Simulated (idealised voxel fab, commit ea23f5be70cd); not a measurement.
The following is a process module called voxel self aligned vias.
This is section cut - it's 285 nm across, gridded in 5 nm square cells.
For the purposes of this document, a cross-section shall be understood as a grid of square cells, specified as bands listed in top-to-bottom order, each band consisting of one or more rows of cells. Top height, bottom height, nm. Materials left to right, width each, nm. Single material + "full width" = fills band edge to edge. "air" = empty. Zero point of the height axis is 0; under it, received wafer = one material. Lowest band: continues down indefinitely, "z 0 and below". The notation "30->40" denotes a width that varies across the rows of cells in the band, beginning at the first number in the top row, finishing at the second number in the bottom row, and changing by an identical amount from each row to the next. "nothing different" (step): cross-section cells unchanged, all of them. The entry titled "Internal closed voids" provides the empty spaces that have no open way to the top, restricted to those of 8 cells or more. Each is presented as width x height at distance, the distance being measured from the left edge, with all three in nm. Formally, on a step line, whatever follows the settings is a remark that the simulator itself makes on the step. A step's line can hold "overlay nm"; with a mask on that step, the setting says how far right of the planned place the mask lay, while a negative setting says it lay to the left.

THE PLANNED PROCESS STEPS ARE ENUMERATED HEREUNDER
1 RECEIVE with material Si
2 CONFORMAL_DEP with material SiO2, thk nm 10
3 CONFORMAL_DEP with material SiCN, thk nm 5
4 DIRECTIONAL_DEP with material lowk, thk nm 25
5 PATTERN with tone open, mask id LINES, material resist, width nm 25, pitch nm 70, thk nm 15, overlay nm 0
6 DIRECTIONAL_ETCH with etch materials lowk, depth nm 25
7 STRIP with etch materials resist
8 CONFORMAL_DEP with material TiN, thk nm 5
9 FILL_DEP with material Ru, thk nm 10
10 CMP with height nm 40
11 SELECTIVE_ETCH with etch materials W Ru TiN, depth nm 5
12 FILL_DEP with material SiN, thk nm 10
13 CMP with height nm 40
14 DIRECTIONAL_DEP with material lowk, thk nm 20
15 DIRECTIONAL_DEP with material aC, thk nm 15
16 PATTERN with tone open, mask id VIAS, material resist, width nm 45, pitch nm 70, thk nm 30, overlay nm 0
17 DIRECTIONAL_ETCH with etch materials aC, depth nm 15
18 STRIP with etch materials resist
19 DIRECTIONAL_ETCH with etch materials lowk, depth nm 20
20 DIRECTIONAL_ETCH with etch materials SiN, depth nm 5
21 STRIP with etch materials aC
22 CONFORMAL_DEP with material TiN, thk nm 5
23 FILL_DEP with material Cu, thk nm 10
24 CMP with height nm 60
25 CONFORMAL_DEP with material SiCN, thk nm 5

FIRST OF TWO WAFERS - AS PLANNED

CROSS-SECTION OF THE WAFER AS IT CAME TO US, I.E., ALREADY THROUGH STEP 1
	z 0 and below | Si full width
	Internal closed voids: none

AFTER STEP 2: WAFER CROSS-SECTION
	z 10 to 0 | SiO2 full width
	Below 0, no change.

AFTER STEP 3: WAFER CROSS-SECTION
	z 15 to 10 | SiCN full width
	Below 10, no change.

AFTER STEP 4: WAFER CROSS-SECTION
	z 40 to 15 | lowk full width
	Below 15, no change.

AFTER STEP 5: WAFER CROSS-SECTION
	z 55 to 40 | resist (95) / air (25) / resist (45) / air (25) / resist (95)
	Below 40, no change.

AFTER STEP 6: WAFER CROSS-SECTION
	z 55 to 40 | resist (95) / air (25) / resist (45) / air (25) / resist (95)
	z 40 to 15 | lowk (95) / air (25) / lowk (45) / air (25) / lowk (95)
	Below 15, no change.

AFTER STEP 7: WAFER CROSS-SECTION
	z 40 to 15 | lowk (95) / air (25) / lowk (45) / air (25) / lowk (95)
	Below 15, no change.

AFTER STEP 8: WAFER CROSS-SECTION
	z 45 to 40 | TiN (100) / air (15) / TiN (55) / air (15) / TiN (100)
	z 40 to 20 | lowk (95) / TiN (5) / air (15) / TiN (5) / lowk (45) / TiN (5) / air (15) / TiN (5) / lowk (95)
	z 20 to 15 | lowk (95) / TiN (25) / lowk (45) / TiN (25) / lowk (95)
	Below 15, no change.

AFTER STEP 9: WAFER CROSS-SECTION
	z 55 to 45 | Ru full width
	z 45 to 40 | TiN (100) / Ru (15) / TiN (55) / Ru (15) / TiN (100)
	z 40 to 20 | lowk (95) / TiN (5) / Ru (15) / TiN (5) / lowk (45) / TiN (5) / Ru (15) / TiN (5) / lowk (95)
	Below 20, no change.

AFTER STEP 10: WAFER CROSS-SECTION
	z 40 to 20 | lowk (95) / TiN (5) / Ru (15) / TiN (5) / lowk (45) / TiN (5) / Ru (15) / TiN (5) / lowk (95)
	Below 20, no change.

AFTER STEP 11: WAFER CROSS-SECTION
	z 40 to 35 | lowk (95) / air (25) / lowk (45) / air (25) / lowk (95)
	Below 35, no change.

AFTER STEP 12: WAFER CROSS-SECTION
	z 50 to 40 | SiN full width
	z 40 to 35 | lowk (95) / SiN (25) / lowk (45) / SiN (25) / lowk (95)
	Below 35, no change.

AFTER STEP 13: WAFER CROSS-SECTION
	z 40 to 35 | lowk (95) / SiN (25) / lowk (45) / SiN (25) / lowk (95)
	Below 35, no change.

AFTER STEP 14: WAFER CROSS-SECTION
	z 60 to 40 | lowk full width
	Below 40, no change.

AFTER STEP 15: WAFER CROSS-SECTION
	z 75 to 60 | aC full width
	Below 60, no change.

AFTER STEP 16: WAFER CROSS-SECTION
	z 105 to 75 | resist (85) / air (45) / resist (25) / air (45) / resist (85)
	Below 75, no change.

AFTER STEP 17: WAFER CROSS-SECTION
	z 90 to 75 | resist (85) / air (45) / resist (25) / air (45) / resist (85)
	z 75 to 60 | aC (85) / air (45) / aC (25) / air (45) / aC (85)
	Below 60, no change.

AFTER STEP 18: WAFER CROSS-SECTION
	z 75 to 60 | aC (85) / air (45) / aC (25) / air (45) / aC (85)
	Below 60, no change.

AFTER STEP 19: WAFER CROSS-SECTION
	z 75 to 60 | aC (85) / air (45) / aC (25) / air (45) / aC (85)
	z 60 to 40 | lowk (85) / air (45) / lowk (25) / air (45) / lowk (85)
	Below 40, no change.

AFTER STEP 20: WAFER CROSS-SECTION
	z 75 to 60 | aC (85) / air (45) / aC (25) / air (45) / aC (85)
	z 60 to 40 | lowk (85) / air (45) / lowk (25) / air (45) / lowk (85)
	z 40 to 35 | lowk (95) / air (25) / lowk (45) / air (25) / lowk (95)
	Below 35, no change.

AFTER STEP 21: WAFER CROSS-SECTION
	z 60 to 40 | lowk (85) / air (45) / lowk (25) / air (45) / lowk (85)
	Below 40, no change.

AFTER STEP 22: WAFER CROSS-SECTION
	z 65 to 60 | TiN (90) / air (35) / TiN (35) / air (35) / TiN (90)
	z 60 to 45 | lowk (85) / TiN (5) / air (35) / TiN (5) / lowk (25) / TiN (5) / air (35) / TiN (5) / lowk (85)
	z 45 to 40 | lowk (85) / TiN (15) / air (15) / TiN (15) / lowk (25) / TiN (15) / air (15) / TiN (15) / lowk (85)
	z 40 to 35 | lowk (95) / TiN (25) / lowk (45) / TiN (25) / lowk (95)
	Below 35, no change.

AFTER STEP 23: WAFER CROSS-SECTION
	z 75 to 65 | Cu full width
	z 65 to 60 | TiN (90) / Cu (35) / TiN (35) / Cu (35) / TiN (90)
	z 60 to 45 | lowk (85) / TiN (5) / Cu (35) / TiN (5) / lowk (25) / TiN (5) / Cu (35) / TiN (5) / lowk (85)
	z 45 to 40 | lowk (85) / TiN (15) / Cu (15) / TiN (15) / lowk (25) / TiN (15) / Cu (15) / TiN (15) / lowk (85)
	Below 40, no change.

AFTER STEP 24: WAFER CROSS-SECTION
	z 60 to 45 | lowk (85) / TiN (5) / Cu (35) / TiN (5) / lowk (25) / TiN (5) / Cu (35) / TiN (5) / lowk (85)
	Below 45, no change.

AFTER STEP 25: WAFER CROSS-SECTION
	z 65 to 60 | SiCN full width
	Below 60, no change.

WAFER TWO. IDENTICAL START, IDENTICAL PLAN. ONE MISTAKE IN EXECUTION. IDENTICAL HISTORY THROUGH STEP 1

SECOND WAFER, SECTIONED VIEW, AT STEP 2'S PLANNED END TIME
	z 5 to 0 | SiCN full width
	Below 0, no change.

SECOND WAFER, SECTIONED VIEW, AT STEP 3'S PLANNED END TIME
	z 15 to 5 | SiO2 full width
	Below 5, no change.

SECOND WAFER, SECTIONED VIEW, AT STEP 4'S PLANNED END TIME
	z 40 to 15 | lowk full width
	Below 15, no change.

SECOND WAFER, SECTIONED VIEW, AT STEP 5'S PLANNED END TIME
	z 55 to 40 | resist (95) / air (25) / resist (45) / air (25) / resist (95)
	Below 40, no change.

SECOND WAFER, SECTIONED VIEW, AT STEP 6'S PLANNED END TIME
	z 55 to 40 | resist (95) / air (25) / resist (45) / air (25) / resist (95)
	z 40 to 15 | lowk (95) / air (25) / lowk (45) / air (25) / lowk (95)
	Below 15, no change.

SECOND WAFER, SECTIONED VIEW, AT STEP 7'S PLANNED END TIME
	z 40 to 15 | lowk (95) / air (25) / lowk (45) / air (25) / lowk (95)
	Below 15, no change.

SECOND WAFER, SECTIONED VIEW, AT STEP 8'S PLANNED END TIME
	z 45 to 40 | TiN (100) / air (15) / TiN (55) / air (15) / TiN (100)
	z 40 to 20 | lowk (95) / TiN (5) / air (15) / TiN (5) / lowk (45) / TiN (5) / air (15) / TiN (5) / lowk (95)
	z 20 to 15 | lowk (95) / TiN (25) / lowk (45) / TiN (25) / lowk (95)
	Below 15, no change.

SECOND WAFER, SECTIONED VIEW, AT STEP 9'S PLANNED END TIME
	z 55 to 45 | Ru full width
	z 45 to 40 | TiN (100) / Ru (15) / TiN (55) / Ru (15) / TiN (100)
	z 40 to 20 | lowk (95) / TiN (5) / Ru (15) / TiN (5) / lowk (45) / TiN (5) / Ru (15) / TiN (5) / lowk (95)
	Below 20, no change.

SECOND WAFER, SECTIONED VIEW, AT STEP 10'S PLANNED END TIME
	z 40 to 20 | lowk (95) / TiN (5) / Ru (15) / TiN (5) / lowk (45) / TiN (5) / Ru (15) / TiN (5) / lowk (95)
	Below 20, no change.

SECOND WAFER, SECTIONED VIEW, AT STEP 11'S PLANNED END TIME
	z 40 to 35 | lowk (95) / air (25) / lowk (45) / air (25) / lowk (95)
	Below 35, no change.

SECOND WAFER, SECTIONED VIEW, AT STEP 12'S PLANNED END TIME
	z 50 to 40 | SiN full width
	z 40 to 35 | lowk (95) / SiN (25) / lowk (45) / SiN (25) / lowk (95)
	Below 35, no change.

SECOND WAFER, SECTIONED VIEW, AT STEP 13'S PLANNED END TIME
	z 40 to 35 | lowk (95) / SiN (25) / lowk (45) / SiN (25) / lowk (95)
	Below 35, no change.

SECOND WAFER, SECTIONED VIEW, AT STEP 14'S PLANNED END TIME
	z 60 to 40 | lowk full width
	Below 40, no change.

SECOND WAFER, SECTIONED VIEW, AT STEP 15'S PLANNED END TIME
	z 75 to 60 | aC full width
	Below 60, no change.

SECOND WAFER, SECTIONED VIEW, AT STEP 16'S PLANNED END TIME
	z 105 to 75 | resist (85) / air (45) / resist (25) / air (45) / resist (85)
	Below 75, no change.

SECOND WAFER, SECTIONED VIEW, AT STEP 17'S PLANNED END TIME
	z 90 to 75 | resist (85) / air (45) / resist (25) / air (45) / resist (85)
	z 75 to 60 | aC (85) / air (45) / aC (25) / air (45) / aC (85)
	Below 60, no change.

SECOND WAFER, SECTIONED VIEW, AT STEP 18'S PLANNED END TIME
	z 75 to 60 | aC (85) / air (45) / aC (25) / air (45) / aC (85)
	Below 60, no change.

SECOND WAFER, SECTIONED VIEW, AT STEP 19'S PLANNED END TIME
	z 75 to 60 | aC (85) / air (45) / aC (25) / air (45) / aC (85)
	z 60 to 40 | lowk (85) / air (45) / lowk (25) / air (45) / lowk (85)
	Below 40, no change.

SECOND WAFER, SECTIONED VIEW, AT STEP 20'S PLANNED END TIME
	z 75 to 60 | aC (85) / air (45) / aC (25) / air (45) / aC (85)
	z 60 to 40 | lowk (85) / air (45) / lowk (25) / air (45) / lowk (85)
	z 40 to 35 | lowk (95) / air (25) / lowk (45) / air (25) / lowk (95)
	Below 35, no change.

SECOND WAFER, SECTIONED VIEW, AT STEP 21'S PLANNED END TIME
	z 60 to 40 | lowk (85) / air (45) / lowk (25) / air (45) / lowk (85)
	Below 40, no change.

SECOND WAFER, SECTIONED VIEW, AT STEP 22'S PLANNED END TIME
	z 65 to 60 | TiN (90) / air (35) / TiN (35) / air (35) / TiN (90)
	z 60 to 45 | lowk (85) / TiN (5) / air (35) / TiN (5) / lowk (25) / TiN (5) / air (35) / TiN (5) / lowk (85)
	z 45 to 40 | lowk (85) / TiN (15) / air (15) / TiN (15) / lowk (25) / TiN (15) / air (15) / TiN (15) / lowk (85)
	z 40 to 35 | lowk (95) / TiN (25) / lowk (45) / TiN (25) / lowk (95)
	Below 35, no change.

SECOND WAFER, SECTIONED VIEW, AT STEP 23'S PLANNED END TIME
	z 75 to 65 | Cu full width
	z 65 to 60 | TiN (90) / Cu (35) / TiN (35) / Cu (35) / TiN (90)
	z 60 to 45 | lowk (85) / TiN (5) / Cu (35) / TiN (5) / lowk (25) / TiN (5) / Cu (35) / TiN (5) / lowk (85)
	z 45 to 40 | lowk (85) / TiN (15) / Cu (15) / TiN (15) / lowk (25) / TiN (15) / Cu (15) / TiN (15) / lowk (85)
	Below 40, no change.

SECOND WAFER, SECTIONED VIEW, AT STEP 24'S PLANNED END TIME
	z 60 to 45 | lowk (85) / TiN (5) / Cu (35) / TiN (5) / lowk (25) / TiN (5) / Cu (35) / TiN (5) / lowk (85)
	Below 45, no change.

SECOND WAFER, SECTIONED VIEW, AT STEP 25'S PLANNED END TIME
	z 65 to 60 | SiCN full width
	Below 60, no change.
Error vs. plan: order of steps 2 and 3 inverted relative to the plan
Heads up: at the end the two wafers have identical cell counts per material, they're just laid out differently.
